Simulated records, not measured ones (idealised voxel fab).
Process module name: voxel tone inversion
For reference, the cross-section in this document is cut, with width 170 nm and square cells of 5 nm.
Cross-section format: a grid of square cells, given as bands from top to bottom; each band is one or more rows of cells. Within each band entry, the heights of the top and of the bottom of the band appear first, in that order and in nm; the materials of the band then follow from left to right, each with its corresponding width in nm. The designation "everywhere" on a single material indicates that it fills the band from edge to edge; the designation "empty" indicates empty space. Heights are expressed relative to 0, this being the level below which the as-received wafer comprises one material exclusively. The lowest band is unbounded in the downward direction and is denoted as in "from 0 down". A two-number width, for instance "30->40", indicates that the width is equal to the first number in the top row of the band and to the second number in the bottom row, and that it changes by a constant amount per row of cells. "nothing changed" after a step means that no cell of the cross-section changed. In "Enclosed internal cavities" the enclosed voids are listed, meaning empty spaces of 8 cells or larger without any opening to the top. The form is width x height at distance, distance from the left edge, units nm. Read whatever lies past the settings on a step's line as the simulator's own remark about the step. The optional step-line setting "overlay nm" applies to steps with a mask and quantifies how far to the right of its planned location the mask lay, a negative value indicating leftward placement.
Process steps - plan:
1. RECEIVE: material Si
2. CONFORMAL_DEP: material SiN, thk nm 10
3. DIRECTIONAL_DEP: material aC, thk nm 25
4. PATTERN: tone cover, mask id POSTS, material resist, width nm 25, pitch nm 40, thk nm 30, overlay nm 0
5. DIRECTIONAL_ETCH: etch materials aC, depth nm 25
6. STRIP: etch materials resist
7. FILL_DEP: material lowk, thk nm 10
8. CMP: height nm 35
9. STRIP: etch materials aC
10. CONFORMAL_DEP: material TiN, thk nm 5
11. FILL_DEP: material Ru, thk nm 10
12. CMP: height nm 35
13. CONFORMAL_DEP: material SiCN, thk nm 5
This is the cross-section of the wafer as we received it, i.e. after step 1:
* from 0 down: Si everywhere
* Enclosed internal cavities: none
As-planned run: cross-section of the first of two wafers at end of module:
* from 40 to 35: SiCN everywhere
* from 35 to 15: 30 nm lowk; 5 nm TiN; 15 nm Ru; 5 nm TiN; 15 nm lowk; 5 nm TiN; 15 nm Ru; 5 nm TiN; 15 nm lowk; 5 nm TiN; 15 nm Ru; 5 nm TiN; 35 nm lowk
* from 15 to 10: 30 nm lowk; 25 nm TiN; 15 nm lowk; 25 nm TiN; 15 nm lowk; 25 nm TiN; 35 nm lowk
* from 10 to 0: SiN everywhere
* from 0 down: Si everywhere
* Enclosed internal cavities: none
Cross-section, wafer two of two, end of module: same start and plan as wafer one, one error in execution:
* from 40 to 35: SiCN everywhere
* from 35 to 15: 25 nm Ru; 5 nm TiN; 25 nm lowk; 5 nm TiN; 5 nm Ru; 5 nm TiN; 25 nm lowk; 5 nm TiN; 5 nm Ru; 5 nm TiN; 25 nm lowk; 5 nm TiN; 30 nm Ru
* from 15 to 10: 30 nm TiN; 25 nm lowk; 15 nm TiN; 25 nm lowk; 15 nm TiN; 25 nm lowk; 35 nm TiN
* from 10 to 0: SiN everywhere
* from 0 down: Si everywhere
* Enclosed internal cavities: none
What was done differently from what was planned? step 4 ran as: PATTERN: tone open, mask id POSTS, material resist, width nm 25, pitch nm 40, thk nm 30, overlay nm 0
Final cells, second wafer relative to first, materials higher or lower: Ru: 16 more, TiN: 4 more, lowk: 20 fewer
